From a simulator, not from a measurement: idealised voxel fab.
Process module in this document: voxel self aligned contacts
We display cut, a cross-section 220 nm in width whose square cells are each 5 nm.
Each cross-section below is a grid of square cells, stated as bands in top-down order, with one or more rows of cells making up each band. Quick guide to a band line: top height, bottom height (nm) up front; then every material left to right with its width in nm. Only one material and it's marked "full width"? Then it fills the band edge to edge. And "air" just means empty space. Below 0: as-received wafer, all one material; heights counted from there. Lowest band: no bottom, goes on down, written "0 down". When a width is written as two numbers, as in "30..40", the first number is the width in the top row of cells of the band and the second is the width in its bottom row, and the width changes by the same amount from each row to the next. "nothing got changed" for a step: no cell of the cross-section changed in that step. "Trapped void list" lists enclosed empty spaces (at least 8 cells, no open path upward to the top), each as width x height at distance from the left edge, in nm. Text after the settings on a step's line: the simulator's own remark on that step. You can add "overlay nm" to a step's line. For a step with a mask, it describes how far the mask lay to the right of its planned position, and a negative number describes a lay to the left. Read the rest as pairs. Take the cross-section before one process step, then the cross-section after it, which shows only down to the lowest band that changed. Under the pair, find the step between them and its settings. Bear in mind that pairs may come from different runs of this module on the same starting wafer: link a pair to the pair above it only where its entry headed "Before-step section" says to.
# Before-step section
* 0 down  Si full width
* Trapped void list: none
# Resulting Cross-Section
* 5 to 0  SiO2 full width
* Whatever lies below 0 is exactly as it was before.
* Trapped void list: none
Which operation links the two cross-sections above? CONFORMAL_DEP, material SiO2, thk nm 5
Before-step section: Reference is made to the cross-section shown after the step in the pair directly above, which represents the state prior to this step.
# Resulting Cross-Section
* 30 to 5  polySi full width
* Whatever lies below 5 is exactly as it was before.
* Trapped void list: none
Which operation links the two cross-sections above? DIRECTIONAL_DEP, material polySi, thk nm 25
Before-step section: Reference is made to the cross-section shown after the step in the pair directly above, which represents the state prior to this step.
# Resulting Cross-Section
* 55 to 30  SiN full width
* Whatever lies below 30 is exactly as it was before.
* Trapped void list: none
Which operation links the two cross-sections above? DIRECTIONAL_DEP, material SiN, thk nm 25
Before-step section: Reference is made to the cross-section shown after the step in the pair directly above, which represents the state prior to this step.
# Resulting Cross-Section
* 70 to 55  aC full width
* Whatever lies below 55 is exactly as it was before.
* Trapped void list: none
Which operation links the two cross-sections above? DIRECTIONAL_DEP, material aC, thk nm 15
Before-step section: Reference is made to the cross-section shown after the step in the pair directly above, which represents the state prior to this step.
# Resulting Cross-Section
* 100 to 70  air 60  resist 25  air 45  resist 25  air 65
* Whatever lies below 70 is exactly as it was before.
* Trapped void list: none
Which operation links the two cross-sections above? PATTERN, tone cover, mask id GATE, material resist, width nm 25, pitch nm 70, thk nm 30, overlay nm 0
Before-step section: Reference is made to the cross-section shown after the step in the pair directly above, which represents the state prior to this step.
# Resulting Cross-Section
* 85 to 70  air 60  resist 25  air 45  resist 25  air 65
* 70 to 55  air 60  aC 25  air 45  aC 25  air 65
* Whatever lies below 55 is exactly as it was before.
* Trapped void list: none
Which operation links the two cross-sections above? DIRECTIONAL_ETCH, etch materials aC, depth nm 15
Before-step section: Reference is made to the cross-section shown after the step in the pair directly above, which represents the state prior to this step.
# Resulting Cross-Section
* 70 to 55  air 60  aC 25  air 45  aC 25  air 65
* Whatever lies below 55 is exactly as it was before.
* Trapped void list: none
Which operation links the two cross-sections above? STRIP, etch materials resist
Before-step section: Reference is made to the cross-section shown after the step in the pair directly above, which represents the state prior to this step.
# Resulting Cross-Section
* 70 to 55  air 60  aC 25  air 45  aC 25  air 65
* 55 to 30  air 60  SiN 25  air 45  SiN 25  air 65
* Whatever lies below 30 is exactly as it was before.
* Trapped void list: none
Which operation links the two cross-sections above? DIRECTIONAL_ETCH, etch materials SiN, depth nm 25
Before-step section: Reference is made to the cross-section shown after the step in the pair directly above, which represents the state prior to this step.
# Resulting Cross-Section
* 70 to 55  air 60  aC 25  air 45  aC 25  air 65
* 55 to 30  air 60  SiN 25  air 45  SiN 25  air 65
* 30 to 5  air 60  polySi 25  air 45  polySi 25  air 65
* Whatever lies below 5 is exactly as it was before.
* Trapped void list: none
Which operation links the two cross-sections above? DIRECTIONAL_ETCH, etch materials polySi, depth nm 25
Before-step section: Reference is made to the cross-section shown after the step in the pair directly above, which represents the state prior to this step.
# Resulting Cross-Section
* 55 to 30  air 60  SiN 25  air 45  SiN 25  air 65
* Whatever lies below 30 is exactly as it was before.
* Trapped void list: none
Which operation links the two cross-sections above? STRIP, etch materials aC
Before-step section: Reference is made to the cross-section shown after the step in the pair directly above, which represents the state prior to this step.
# Resulting Cross-Section
* 65 to 30  air 50  SiN 45  air 25  SiN 45  air 55
* 30 to 15  air 50  SiN 10  polySi 25  SiN 10  air 25  SiN 10  polySi 25  SiN 10  air 55
* 15 to 5  SiN 60  polySi 25  SiN 45  polySi 25  SiN 65
* Whatever lies below 5 is exactly as it was before.
* Trapped void list: none
Which operation links the two cross-sections above? CONFORMAL_DEP, material SiN, thk nm 10
Before-step section: Reference is made to the cross-section shown after the step in the pair directly above, which represents the state prior to this step.
# Resulting Cross-Section
* 55 to 30  air 50  SiN 45  air 25  SiN 45  air 55
* 30 to 5  air 50  SiN 10  polySi 25  SiN 10  air 25  SiN 10  polySi 25  SiN 10  air 55
* Whatever lies below 5 is exactly as it was before.
* Trapped void list: none
Which operation links the two cross-sections above? DIRECTIONAL_ETCH, etch materials SiN, depth nm 10
Before-step section: Reference is made to the cross-section shown after the step in the pair directly above, which represents the state prior to this step.
# Resulting Cross-Section
* 75 to 55  SiO2 full width
* 55 to 30  SiO2 50  SiN 45  SiO2 25  SiN 45  SiO2 55
* 30 to 5  SiO2 50  SiN 10  polySi 25  SiN 10  SiO2 25  SiN 10  polySi 25  SiN 10  SiO2 55
* Whatever lies below 5 is exactly as it was before.
* Trapped void list: none
Which operation links the two cross-sections above? FILL_DEP, material SiO2, thk nm 20
Before-step section: Reference is made to the cross-section shown after the step in the pair directly above, which represents the state prior to this step.
# Resulting Cross-Section
* 65 to 55  SiO2 full width
* Whatever lies below 55 is exactly as it was before.
* Trapped void list: none
Which operation links the two cross-sections above? CMP, height nm 65
Before-step section: Reference is made to the cross-section shown after the step in the pair directly above, which represents the state prior to this step.
# Resulting Cross-Section
* 85 to 65  resist 80  air 55  resist 85
* Whatever lies below 65 is exactly as it was before.
* Trapped void list: none
Which operation links the two cross-sections above? PATTERN, tone open, mask id CONTACT, material resist, width nm 55, thk nm 20, overlay nm 0
Before-step section: Reference is made to the cross-section shown after the step in the pair directly above, which represents the state prior to this step.
# Resulting Cross-Section
* 85 to 65  resist 80  air 55  resist 85
* 65 to 55  SiO2 80  air 55  SiO2 85
* 55 to 30  SiO2 50  SiN 45  air 25  SiN 45  SiO2 55
* 30 to 5  SiO2 50  SiN 10  polySi 25  SiN 10  air 25  SiN 10  polySi 25  SiN 10  SiO2 55
* 5 to 0  SiO2 95  air 25  SiO2 100
* Whatever lies below 0 is exactly as it was before.
* Trapped void list: none
Which operation links the two cross-sections above? DIRECTIONAL_ETCH, etch materials SiO2, depth nm 65
Before-step section: Reference is made to the cross-section shown after the step in the pair directly above, which represents the state prior to this step.
# Resulting Cross-Section
* 65 to 55  SiO2 80  air 55  SiO2 85
* Whatever lies below 55 is exactly as it was before.
* Trapped void list: none
Which operation links the two cross-sections above? STRIP, etch materials resist
Before-step section: Reference is made to the cross-section shown after the step in the pair directly above, which represents the state prior to this step.
# Resulting Cross-Section
* 70 to 65  TiN 85  air 45  TiN 90
* 65 to 55  SiO2 80  TiN 5..20  air 45..15  TiN 5..20  SiO2 85
* 55 to 30  SiO2 50  SiN 45  TiN 5  air 15  TiN 5  SiN 45  SiO2 55
* 30 to 5  SiO2 50  SiN 10  polySi 25  SiN 10  TiN 5  air 15  TiN 5  SiN 10  polySi 25  SiN 10  SiO2 55
* 5 to 0  SiO2 95  TiN 25  SiO2 100
* Whatever lies below 0 is exactly as it was before.
* Trapped void list: none
Which operation links the two cross-sections above? CONFORMAL_DEP, material TiN, thk nm 5
Before-step section: Reference is made to the cross-section shown after the step in the pair directly above, which represents the state prior to this step.
# Resulting Cross-Section
* 80 to 70  W full width
* 70 to 65  TiN 85  W 45  TiN 90
* 65 to 55  SiO2 80  TiN 5..20  W 45..15  TiN 5..20  SiO2 85
* 55 to 30  SiO2 50  SiN 45  TiN 5  W 15  TiN 5  SiN 45  SiO2 55
* 30 to 5  SiO2 50  SiN 10  polySi 25  SiN 10  TiN 5  W 15  TiN 5  SiN 10  polySi 25  SiN 10  SiO2 55
* Whatever lies below 5 is exactly as it was before.
* Trapped void list: none
Which operation links the two cross-sections above? FILL_DEP, material W, thk nm 10
Before-step section: Reference is made to the cross-section shown after the step in the pair directly above, which represents the state prior to this step.
# Resulting Cross-Section
* 65 to 55  SiO2 80  TiN 5..20  W 45..15  TiN 5..20  SiO2 85
* Whatever lies below 55 is exactly as it was before.
* Trapped void list: none
Which operation links the two cross-sections above? CMP, height nm 65
Before-step section: Reference is made to the cross-section shown after the step in the pair directly above, which represents the state prior to this step.
# Resulting Cross-Section
* 70 to 65  SiN full width
* Whatever lies below 65 is exactly as it was before.
* Trapped void list: none
Which operation links the two cross-sections above? CONFORMAL_DEP, material SiN, thk nm 5
# Before-step section
* 55 to 30  air 60  SiN 25  air 45  SiN 25  air 65
* 30 to 5  air 60  polySi 25  air 45  polySi 25  air 65
* 5 to 0  SiO2 full width
* 0 down  Si full width
* Trapped void list: none
# Resulting Cross-Section
* 45 to 30  air 60  SiN 25  air 45  SiN 25  air 65
* Whatever lies below 30 is exactly as it was before.
* Trapped void list: none
Which operation links the two cross-sections above? DIRECTIONAL_ETCH, etch materials SiN, depth nm 10
Before-step section: Reference is made to the cross-section shown after the step in the pair directly above, which represents the state prior to this step.
# Resulting Cross-Section
* 65 to 45  SiO2 full width
* 45 to 30  SiO2 60  SiN 25  SiO2 45  SiN 25  SiO2 65
* 30 to 5  SiO2 60  polySi 25  SiO2 45  polySi 25  SiO2 65
* Whatever lies below 5 is exactly as it was before.
* Trapped void list: none
Which operation links the two cross-sections above? FILL_DEP, material SiO2, thk nm 20
Before-step section: Reference is made to the cross-section shown after the step in the pair directly above, which represents the state prior to this step.
# Resulting Cross-Section
* 85 to 65  resist 80  air 55  resist 85
* Whatever lies below 65 is exactly as it was before.
* Trapped void list: none
Which operation links the two cross-sections above? PATTERN, tone open, mask id CONTACT, material resist, width nm 55, thk nm 20, overlay nm 0
Before-step section: Reference is made to the cross-section shown after the step in the pair directly above, which represents the state prior to this step.
# Resulting Cross-Section
* 85 to 65  resist 80  air 55  resist 85
* 65 to 45  SiO2 80  air 55  SiO2 85
* 45 to 30  SiO2 60  SiN 25  air 45  SiN 25  SiO2 65
* 30 to 5  SiO2 60  polySi 25  air 45  polySi 25  SiO2 65
* 5 to 0  SiO2 85  air 45  SiO2 90
* Whatever lies below 0 is exactly as it was before.
* Trapped void list: none
Which operation links the two cross-sections above? DIRECTIONAL_ETCH, etch materials SiO2, depth nm 65
Before-step section: Reference is made to the cross-section shown after the step in the pair directly above, which represents the state prior to this step.
# Resulting Cross-Section
* 65 to 45  SiO2 80  air 55  SiO2 85
* Whatever lies below 45 is exactly as it was before.
* Trapped void list: none
Which operation links the two cross-sections above? STRIP, etch materials resist
Before-step section: Reference is made to the cross-section shown after the step in the pair directly above, which represents the state prior to this step.
# Resulting Cross-Section
* 70 to 65  TiN 85  air 45  TiN 90
* 65 to 50  SiO2 80  TiN 5  air 45  TiN 5  SiO2 85
* 50 to 45  SiO2 80  TiN 10  air 35  TiN 10  SiO2 85
* 45 to 30  SiO2 60  SiN 25  TiN 5  air 35  TiN 5  SiN 25  SiO2 65
* 30 to 5  SiO2 60  polySi 25  TiN 5  air 35  TiN 5  polySi 25  SiO2 65
* 5 to 0  SiO2 85  TiN 45  SiO2 90
* Whatever lies below 0 is exactly as it was before.
* Trapped void list: none
Which operation links the two cross-sections above? CONFORMAL_DEP, material TiN, thk nm 5
Before-step section: Reference is made to the cross-section shown after the step in the pair directly above, which represents the state prior to this step.
# Resulting Cross-Section
* 80 to 70  W full width
* 70 to 65  TiN 85  W 45  TiN 90
* 65 to 50  SiO2 80  TiN 5  W 45  TiN 5  SiO2 85
* 50 to 45  SiO2 80  TiN 10  W 35  TiN 10  SiO2 85
* 45 to 30  SiO2 60  SiN 25  TiN 5  W 35  TiN 5  SiN 25  SiO2 65
* 30 to 5  SiO2 60  polySi 25  TiN 5  W 35  TiN 5  polySi 25  SiO2 65
* Whatever lies below 5 is exactly as it was before.
* Trapped void list: none
Which operation links the two cross-sections above? FILL_DEP, material W, thk nm 10
Before-step section: Reference is made to the cross-section shown after the step in the pair directly above, which represents the state prior to this step.
# Resulting Cross-Section
* 65 to 50  SiO2 80  TiN 5  W 45  TiN 5  SiO2 85
* Whatever lies below 50 is exactly as it was before.
* Trapped void list: none
Which operation links the two cross-sections above? CMP, height nm 65
Before-step section: Reference is made to the cross-section shown after the step in the pair directly above, which represents the state prior to this step.
# Resulting Cross-Section
* 70 to 65  SiN full width
* Whatever lies below 65 is exactly as it was before.
* Trapped void list: none
Which operation links the two cross-sections above? CONFORMAL_DEP, material SiN, thk nm 5
# Before-step section
* 55 to 30  SiN full width
* 30 to 5  polySi full width
* 5 to 0  SiO2 full width
* 0 down  Si full width
* Trapped void list: none
# Resulting Cross-Section
* 80 to 30  SiN full width
* Whatever lies below 30 is exactly as it was before.
* Trapped void list: none
Which operation links the two cross-sections above? DIRECTIONAL_DEP, material SiN, thk nm 25
Before-step section: Reference is made to the cross-section shown after the step in the pair directly above, which represents the state prior to this step.
# Resulting Cross-Section
* 95 to 80  aC full width
* Whatever lies below 80 is exactly as it was before.
* Trapped void list: none
Which operation links the two cross-sections above? DIRECTIONAL_DEP, material aC, thk nm 15
Before-step section: Reference is made to the cross-section shown after the step in the pair directly above, which represents the state prior to this step.
# Resulting Cross-Section
* 125 to 95  air 60  resist 25  air 45  resist 25  air 65
* Whatever lies below 95 is exactly as it was before.
* Trapped void list: none
Which operation links the two cross-sections above? PATTERN, tone cover, mask id GATE, material resist, width nm 25, pitch nm 70, thk nm 30, overlay nm 0
Before-step section: Reference is made to the cross-section shown after the step in the pair directly above, which represents the state prior to this step.
# Resulting Cross-Section
* 110 to 95  air 60  resist 25  air 45  resist 25  air 65
* 95 to 80  air 60  aC 25  air 45  aC 25  air 65
* Whatever lies below 80 is exactly as it was before.
* Trapped void list: none
Which operation links the two cross-sections above? DIRECTIONAL_ETCH, etch materials aC, depth nm 15
Before-step section: Reference is made to the cross-section shown after the step in the pair directly above, which represents the state prior to this step.
# Resulting Cross-Section
* 95 to 80  air 60  aC 25  air 45  aC 25  air 65
* Whatever lies below 80 is exactly as it was before.
* Trapped void list: none
Which operation links the two cross-sections above? STRIP, etch materials resist
Before-step section: Reference is made to the cross-section shown after the step in the pair directly above, which represents the state prior to this step.
# Resulting Cross-Section
* 95 to 80  air 60  aC 25  air 45  aC 25  air 65
* 80 to 55  air 60  SiN 25  air 45  SiN 25  air 65
* Whatever lies below 55 is exactly as it was before.
* Trapped void list: none
Which operation links the two cross-sections above? DIRECTIONAL_ETCH, etch materials SiN, depth nm 25
Before-step section: Reference is made to the cross-section shown after the step in the pair directly above, which represents the state prior to this step.
# Resulting Cross-Section
* 80 to 55  air 60  SiN 25  air 45  SiN 25  air 65
* Whatever lies below 55 is exactly as it was before.
* Trapped void list: none
Which operation links the two cross-sections above? STRIP, etch materials aC
Before-step section: Reference is made to the cross-section shown after the step in the pair directly above, which represents the state prior to this step.
# Resulting Cross-Section
* 90 to 65  air 50  SiN 45  air 25  SiN 45  air 55
* 65 to 30  SiN full width
* Whatever lies below 30 is exactly as it was before.
* Trapped void list: none
Which operation links the two cross-sections above? CONFORMAL_DEP, material SiN, thk nm 10
Before-step section: Reference is made to the cross-section shown after the step in the pair directly above, which represents the state prior to this step.
# Resulting Cross-Section
* 80 to 55  air 50  SiN 45  air 25  SiN 45  air 55
* Whatever lies below 55 is exactly as it was before.
* Trapped void list: none
Which operation links the two cross-sections above? DIRECTIONAL_ETCH, etch materials SiN, depth nm 10
Before-step section: Reference is made to the cross-section shown after the step in the pair directly above, which represents the state prior to this step.
# Resulting Cross-Section
* 100 to 80  SiO2 full width
* 80 to 55  SiO2 50  SiN 45  SiO2 25  SiN 45  SiO2 55
* Whatever lies below 55 is exactly as it was before.
* Trapped void list: none
Which operation links the two cross-sections above? FILL_DEP, material SiO2, thk nm 20
Before-step section: Reference is made to the cross-section shown after the step in the pair directly above, which represents the state prior to this step.
# Resulting Cross-Section
* 65 to 55  SiO2 50  SiN 45  SiO2 25  SiN 45  SiO2 55
* Whatever lies below 55 is exactly as it was before.
* Trapped void list: none
Which operation links the two cross-sections above? CMP, height nm 65
Before-step section: Reference is made to the cross-section shown after the step in the pair directly above, which represents the state prior to this step.
# Resulting Cross-Section
* 85 to 65  resist 80  air 55  resist 85
* Whatever lies below 65 is exactly as it was before.
* Trapped void list: none
Which operation links the two cross-sections above? PATTERN, tone open, mask id CONTACT, material resist, width nm 55, thk nm 20, overlay nm 0
Before-step section: Reference is made to the cross-section shown after the step in the pair directly above, which represents the state prior to this step.
# Resulting Cross-Section
* 85 to 65  resist 80  air 55  resist 85
* 65 to 55  SiO2 50  SiN 45  air 25  SiN 45  SiO2 55
* Whatever lies below 55 is exactly as it was before.
* Trapped void list: none
Which operation links the two cross-sections above? DIRECTIONAL_ETCH, etch materials SiO2, depth nm 65
Before-step section: Reference is made to the cross-section shown after the step in the pair directly above, which represents the state prior to this step.
# Resulting Cross-Section
* 65 to 55  SiO2 50  SiN 45  air 25  SiN 45  SiO2 55
* Whatever lies below 55 is exactly as it was before.
* Trapped void list: none
Which operation links the two cross-sections above? STRIP, etch materials resist
Before-step section: Reference is made to the cross-section shown after the step in the pair directly above, which represents the state prior to this step.
# Resulting Cross-Section
* 70 to 65  TiN 100  air 15  TiN 105
* 65 to 60  SiO2 50  SiN 45  TiN 5  air 15  TiN 5  SiN 45  SiO2 55
* 60 to 55  SiO2 50  SiN 45  TiN 25  SiN 45  SiO2 55
* Whatever lies below 55 is exactly as it was before.
* Trapped void list: none
Which operation links the two cross-sections above? CONFORMAL_DEP, material TiN, thk nm 5
Before-step section: Reference is made to the cross-section shown after the step in the pair directly above, which represents the state prior to this step.
# Resulting Cross-Section
* 80 to 70  W full width
* 70 to 65  TiN 100  W 15  TiN 105
* 65 to 60  SiO2 50  SiN 45  TiN 5  W 15  TiN 5  SiN 45  SiO2 55
* Whatever lies below 60 is exactly as it was before.
* Trapped void list: none
Which operation links the two cross-sections above? FILL_DEP, material W, thk nm 10
Before-step section: Reference is made to the cross-section shown after the step in the pair directly above, which represents the state prior to this step.
# Resulting Cross-Section
* 65 to 60  SiO2 50  SiN 45  TiN 5  W 15  TiN 5  SiN 45  SiO2 55
* Whatever lies below 60 is exactly as it was before.
* Trapped void list: none
Which operation links the two cross-sections above? CMP, height nm 65
Before-step section: Reference is made to the cross-section shown after the step in the pair directly above, which represents the state prior to this step.
# Resulting Cross-Section
* 70 to 65  SiN full width
* Whatever lies below 65 is exactly as it was before.
* Trapped void list: none
Which operation links the two cross-sections above? CONFORMAL_DEP, material SiN, thk nm 5
# Before-step section
* 0 down  Si full width
* Trapped void list: none
# Resulting Cross-Section
* 25 to 0  polySi full width
* Whatever lies below 0 is exactly as it was before.
* Trapped void list: none
Which operation links the two cross-sections above? DIRECTIONAL_DEP, material polySi, thk nm 25
Before-step section: Reference is made to the cross-section shown after the step in the pair directly above, which represents the state prior to this step.
# Resulting Cross-Section
* 30 to 25  SiO2 full width
* Whatever lies below 25 is exactly as it was before.
* Trapped void list: none
Which operation links the two cross-sections above? CONFORMAL_DEP, material SiO2, thk nm 5
Before-step section: Reference is made to the cross-section shown after the step in the pair directly above, which represents the state prior to this step.
# Resulting Cross-Section
* 55 to 30  SiN full width
* Whatever lies below 30 is exactly as it was before.
* Trapped void list: none
Which operation links the two cross-sections above? DIRECTIONAL_DEP, material SiN, thk nm 25
Before-step section: Reference is made to the cross-section shown after the step in the pair directly above, which represents the state prior to this step.
# Resulting Cross-Section
* 70 to 55  aC full width
* Whatever lies below 55 is exactly as it was before.
* Trapped void list: none
Which operation links the two cross-sections above? DIRECTIONAL_DEP, material aC, thk nm 15
Before-step section: Reference is made to the cross-section shown after the step in the pair directly above, which represents the state prior to this step.
# Resulting Cross-Section
* 100 to 70  air 60  resist 25  air 45  resist 25  air 65
* Whatever lies below 70 is exactly as it was before.
* Trapped void list: none
Which operation links the two cross-sections above? PATTERN, tone cover, mask id GATE, material resist, width nm 25, pitch nm 70, thk nm 30, overlay nm 0
Before-step section: Reference is made to the cross-section shown after the step in the pair directly above, which represents the state prior to this step.
# Resulting Cross-Section
* 85 to 70  air 60  resist 25  air 45  resist 25  air 65
* 70 to 55  air 60  aC 25  air 45  aC 25  air 65
* Whatever lies below 55 is exactly as it was before.
* Trapped void list: none
Which operation links the two cross-sections above? DIRECTIONAL_ETCH, etch materials aC, depth nm 15
Before-step section: Reference is made to the cross-section shown after the step in the pair directly above, which represents the state prior to this step.
# Resulting Cross-Section
* 70 to 55  air 60  aC 25  air 45  aC 25  air 65
* Whatever lies below 55 is exactly as it was before.
* Trapped void list: none
Which operation links the two cross-sections above? STRIP, etch materials resist
Before-step section: Reference is made to the cross-section shown after the step in the pair directly above, which represents the state prior to this step.
# Resulting Cross-Section
* 70 to 55  air 60  aC 25  air 45  aC 25  air 65
* 55 to 30  air 60  SiN 25  air 45  SiN 25  air 65
* Whatever lies below 30 is exactly as it was before.
* Trapped void list: none
Which operation links the two cross-sections above? DIRECTIONAL_ETCH, etch materials SiN, depth nm 25
Before-step section: Reference is made to the cross-section shown after the step in the pair directly above, which represents the state prior to this step.
# Resulting Cross-Section
* 55 to 30  air 60  SiN 25  air 45  SiN 25  air 65
* Whatever lies below 30 is exactly as it was before.
* Trapped void list: none
Which operation links the two cross-sections above? STRIP, etch materials aC
Before-step section: Reference is made to the cross-section shown after the step in the pair directly above, which represents the state prior to this step.
# Resulting Cross-Section
* 65 to 40  air 50  SiN 45  air 25  SiN 45  air 55
* 40 to 30  SiN full width
* Whatever lies below 30 is exactly as it was before.
* Trapped void list: none
Which operation links the two cross-sections above? CONFORMAL_DEP, material SiN, thk nm 10
Before-step section: Reference is made to the cross-section shown after the step in the pair directly above, which represents the state prior to this step.
# Resulting Cross-Section
* 55 to 30  air 50  SiN 45  air 25  SiN 45  air 55
* Whatever lies below 30 is exactly as it was before.
* Trapped void list: none
Which operation links the two cross-sections above? DIRECTIONAL_ETCH, etch materials SiN, depth nm 10
Before-step section: Reference is made to the cross-section shown after the step in the pair directly above, which represents the state prior to this step.
# Resulting Cross-Section
* 75 to 55  SiO2 full width
* 55 to 30  SiO2 50  SiN 45  SiO2 25  SiN 45  SiO2 55
* Whatever lies below 30 is exactly as it was before.
* Trapped void list: none
Which operation links the two cross-sections above? FILL_DEP, material SiO2, thk nm 20
Before-step section: Reference is made to the cross-section shown after the step in the pair directly above, which represents the state prior to this step.
# Resulting Cross-Section
* 65 to 55  SiO2 full width
* Whatever lies below 55 is exactly as it was before.
* Trapped void list: none
Which operation links the two cross-sections above? CMP, height nm 65
Before-step section: Reference is made to the cross-section shown after the step in the pair directly above, which represents the state prior to this step.
# Resulting Cross-Section
* 85 to 65  resist 80  air 55  resist 85
* Whatever lies below 65 is exactly as it was before.
* Trapped void list: none
Which operation links the two cross-sections above? PATTERN, tone open, mask id CONTACT, material resist, width nm 55, thk nm 20, overlay nm 0
Before-step section: Reference is made to the cross-section shown after the step in the pair directly above, which represents the state prior to this step.
# Resulting Cross-Section
* 85 to 65  resist 80  air 55  resist 85
* 65 to 55  SiO2 80  air 55  SiO2 85
* 55 to 30  SiO2 50  SiN 45  air 25  SiN 45  SiO2 55
* 30 to 25  SiO2 95  air 25  SiO2 100
* Whatever lies below 25 is exactly as it was before.
* Trapped void list: none
Which operation links the two cross-sections above? DIRECTIONAL_ETCH, etch materials SiO2, depth nm 65
Before-step section: Reference is made to the cross-section shown after the step in the pair directly above, which represents the state prior to this step.
# Resulting Cross-Section
* 65 to 55  SiO2 80  air 55  SiO2 85
* Whatever lies below 55 is exactly as it was before.
* Trapped void list: none
Which operation links the two cross-sections above? STRIP, etch materials resist
Before-step section: Reference is made to the cross-section shown after the step in the pair directly above, which represents the state prior to this step.
# Resulting Cross-Section
* 70 to 65  TiN 85  air 45  TiN 90
* 65 to 55  SiO2 80  TiN 5..20  air 45..15  TiN 5..20  SiO2 85
* 55 to 30  SiO2 50  SiN 45  TiN 5  air 15  TiN 5  SiN 45  SiO2 55
* 30 to 25  SiO2 95  TiN 25  SiO2 100
* Whatever lies below 25 is exactly as it was before.
* Trapped void list: none
Which operation links the two cross-sections above? CONFORMAL_DEP, material TiN, thk nm 5
Before-step section: Reference is made to the cross-section shown after the step in the pair directly above, which represents the state prior to this step.
# Resulting Cross-Section
* 80 to 70  W full width
* 70 to 65  TiN 85  W 45  TiN 90
* 65 to 55  SiO2 80  TiN 5..20  W 45..15  TiN 5..20  SiO2 85
* 55 to 30  SiO2 50  SiN 45  TiN 5  W 15  TiN 5  SiN 45  SiO2 55
* Whatever lies below 30 is exactly as it was before.
* Trapped void list: none
Which operation links the two cross-sections above? FILL_DEP, material W, thk nm 10
Before-step section: Reference is made to the cross-section shown after the step in the pair directly above, which represents the state prior to this step.
# Resulting Cross-Section
* 65 to 55  SiO2 80  TiN 5..20  W 45..15  TiN 5..20  SiO2 85
* Whatever lies below 55 is exactly as it was before.
* Trapped void list: none
Which operation links the two cross-sections above? CMP, height nm 65
Before-step section: Reference is made to the cross-section shown after the step in the pair directly above, which represents the state prior to this step.
# Resulting Cross-Section
* 70 to 65  SiN full width
* Whatever lies below 65 is exactly as it was before.
* Trapped void list: none
Which operation links the two cross-sections above? CONFORMAL_DEP, material SiN, thk nm 5
# Before-step section
* 75 to 55  SiO2 full width
* 55 to 30  SiO2 50  SiN 45  SiO2 25  SiN 45  SiO2 55
* 30 to 5  SiO2 50  SiN 10  polySi 25  SiN 10  SiO2 25  SiN 10  polySi 25  SiN 10  SiO2 55
* 5 to 0  SiO2 full width
* 0 down  Si full width
* Trapped void list: none
# Resulting Cross-Section
* 60 to 55  SiO2 full width
* Whatever lies below 55 is exactly as it was before.
* Trapped void list: none
Which operation links the two cross-sections above? CMP, height nm 60
Before-step section: Reference is made to the cross-section shown after the step in the pair directly above, which represents the state prior to this step.
# Resulting Cross-Section
* 80 to 60  resist 80  air 55  resist 85
* Whatever lies below 60 is exactly as it was before.
* Trapped void list: none
Which operation links the two cross-sections above? PATTERN, tone open, mask id CONTACT, material resist, width nm 55, thk nm 20, overlay nm 0
Before-step section: Reference is made to the cross-section shown after the step in the pair directly above, which represents the state prior to this step.
# Resulting Cross-Section
* 80 to 60  resist 80  air 55  resist 85
* 60 to 55  SiO2 80  air 55  SiO2 85
* 55 to 30  SiO2 50  SiN 45  air 25  SiN 45  SiO2 55
* 30 to 5  SiO2 50  SiN 10  polySi 25  SiN 10  air 25  SiN 10  polySi 25  SiN 10  SiO2 55
* 5 to 0  SiO2 95  air 25  SiO2 100
* Whatever lies below 0 is exactly as it was before.
* Trapped void list: none
Which operation links the two cross-sections above? DIRECTIONAL_ETCH, etch materials SiO2, depth nm 65
Before-step section: Reference is made to the cross-section shown after the step in the pair directly above, which represents the state prior to this step.
# Resulting Cross-Section
* 60 to 55  SiO2 80  air 55  SiO2 85
* Whatever lies below 55 is exactly as it was before.
* Trapped void list: none
Which operation links the two cross-sections above? STRIP, etch materials resist
Before-step section: Reference is made to the cross-section shown after the step in the pair directly above, which represents the state prior to this step.
# Resulting Cross-Section
* 65 to 60  TiN 85  air 45  TiN 90
* 60 to 55  SiO2 80  TiN 20  air 15  TiN 20  SiO2 85
* 55 to 30  SiO2 50  SiN 45  TiN 5  air 15  TiN 5  SiN 45  SiO2 55
* 30 to 5  SiO2 50  SiN 10  polySi 25  SiN 10  TiN 5  air 15  TiN 5  SiN 10  polySi 25  SiN 10  SiO2 55
* 5 to 0  SiO2 95  TiN 25  SiO2 100
* Whatever lies below 0 is exactly as it was before.
* Trapped void list: none
Which operation links the two cross-sections above? CONFORMAL_DEP, material TiN, thk nm 5
Before-step section: Reference is made to the cross-section shown after the step in the pair directly above, which represents the state prior to this step.
# Resulting Cross-Section
* 75 to 65  W full width
* 65 to 60  TiN 85  W 45  TiN 90
* 60 to 55  SiO2 80  TiN 20  W 15  TiN 20  SiO2 85
* 55 to 30  SiO2 50  SiN 45  TiN 5  W 15  TiN 5  SiN 45  SiO2 55
* 30 to 5  SiO2 50  SiN 10  polySi 25  SiN 10  TiN 5  W 15  TiN 5  SiN 10  polySi 25  SiN 10  SiO2 55
* Whatever lies below 5 is exactly as it was before.
* Trapped void list: none
Which operation links the two cross-sections above? FILL_DEP, material W, thk nm 10
Before-step section: Reference is made to the cross-section shown after the step in the pair directly above, which represents the state prior to this step.
# Resulting Cross-Section
* 65 to 60  TiN 85  W 45  TiN 90
* Whatever lies below 60 is exactly as it was before.
* Trapped void list: none
Which operation links the two cross-sections above? CMP, height nm 65
Before-step section: Reference is made to the cross-section shown after the step in the pair directly above, which represents the state prior to this step.
# Resulting Cross-Section
* 70 to 65  SiN full width
* Whatever lies below 65 is exactly as it was before.
* Trapped void list: none
Which operation links the two cross-sections above? CONFORMAL_DEP, material SiN, thk nm 5
# Before-step section
* 70 to 55  aC full width
* 55 to 30  SiN full width
* 30 to 5  polySi full width
* 5 to 0  SiO2 full width
* 0 down  Si full width
* Trapped void list: none
# Resulting Cross-Section
* 100 to 70  air 60  resist 30  air 40  resist 30  air 60
* Whatever lies below 70 is exactly as it was before.
* Trapped void list: none
Which operation links the two cross-sections above? PATTERN, tone cover, mask id GATE, material resist, width nm 30, pitch nm 70, thk nm 30, overlay nm 0
Before-step section: Reference is made to the cross-section shown after the step in the pair directly above, which represents the state prior to this step.
# Resulting Cross-Section
* 85 to 70  air 60  resist 30  air 40  resist 30  air 60
* 70 to 55  air 60  aC 30  air 40  aC 30  air 60
* Whatever lies below 55 is exactly as it was before.
* Trapped void list: none
Which operation links the two cross-sections above? DIRECTIONAL_ETCH, etch materials aC, depth nm 15
Before-step section: Reference is made to the cross-section shown after the step in the pair directly above, which represents the state prior to this step.
# Resulting Cross-Section
* 70 to 55  air 60  aC 30  air 40  aC 30  air 60
* Whatever lies below 55 is exactly as it was before.
* Trapped void list: none
Which operation links the two cross-sections above? STRIP, etch materials resist
